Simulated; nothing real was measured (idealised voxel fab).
Module name: voxel gate over fins (process module)
FYI the section here is cut, 175 nm wide, cells are 5 nm squares.
The cross-sections in this document take the form of a grid made of square cells. They are written out as bands, in order from top to bottom. Each band consists of one or more rows of cells.
The band entry comprises the height of the band's top followed by the height of its bottom, expressed in nm, and subsequently the band's materials from left to right, each stated together with its width in nm. Where a single material is marked with the word "edge to edge", that material fills the band from edge to edge. The word "air" represents empty space.
Convention: height 0 is the level below which the wafer, as received, is all one material. The lowest band does not terminate at the bottom but continues downward, represented as "top 0, no bottom".
Graded width ("30->40"): value in top row of band = first number; value in bottom row = second number; row-to-row change constant.
"nothing different" (step): cross-section cells unchanged, all of them.
Closed empty spaces (no open way to the top) of 8 cells or more are what "Trapped voids" lists, each as width x height at distance from the left edge, nm for all three.
Note: text after step settings on the step line = simulator remark on that step.
overlay nm: how far to the right of its planned place the mask lay on this masked step (negative: to the left).
This section lists the process steps that were planned:
- 1: RECEIVE, material Si
- 2: CONFORMAL_DEP, material SiN, thk nm 10
- 3: MASKED_ETCH, tone cover, mask id FINS, width nm 15, pitch nm 35, etch materials SiN, depth nm 10, overlay nm 0
- 4: MASKED_ETCH, tone cover, mask id FINS, width nm 15, pitch nm 35, etch materials Si, depth nm 40, overlay nm 0
- 5: FILL_DEP, material SiO2, thk nm 10
- 6: CMP, height nm 10
- 7: SELECTIVE_ETCH, etch materials SiO2, depth nm 20
- 8: STRIP, etch materials SiN
- 9: CONFORMAL_DEP, material HfO2, thk nm 5
- 10: CONFORMAL_DEP, material TiN, thk nm 5
- 11: CONFORMAL_DEP, material TiAl, thk nm 5
- 12: CONFORMAL_DEP, material TiN, thk nm 5
- 13: FILL_DEP, material W, thk nm 10
- 14: CMP, height nm 25
- 15: CONFORMAL_DEP, material SiN, thk nm 10
Cross-section: wafer on arrival = after step 1:
> top 0, no bottom: Si edge to edge
> Trapped voids: none
Look at the cross-section after the module: the wafer started out the way shown above and the plan was the one shown above, yet one mistake was made along the way:
> top 35, bottom 25: SiN edge to edge
> top 25, bottom 15: W edge to edge
> top 15, bottom 10: W 45; TiN 80; W 50
> top 10, bottom 5: W 45; TiN 5; TiAl 70; TiN 5; W 50
> top 5, bottom 0: TiN 50; TiAl 5; TiN 25; TiAl 10; TiN 25; TiAl 5; TiN 55
> top 0, bottom -5: TiAl 55; TiN 5; Si 15; TiN 5; TiAl 10; TiN 5; Si 15; TiN 5; TiAl 60
> top -5, bottom -10: TiN 60; Si 15; TiN 20; Si 15; TiN 65
> top -10, bottom -40: SiO2 60; Si 15; SiO2 20; Si 15; SiO2 65
> top -40, no bottom: Si edge to edge
> Trapped voids: none
Misprocessing identified: step 9 from the plan never happened, it was just skipped
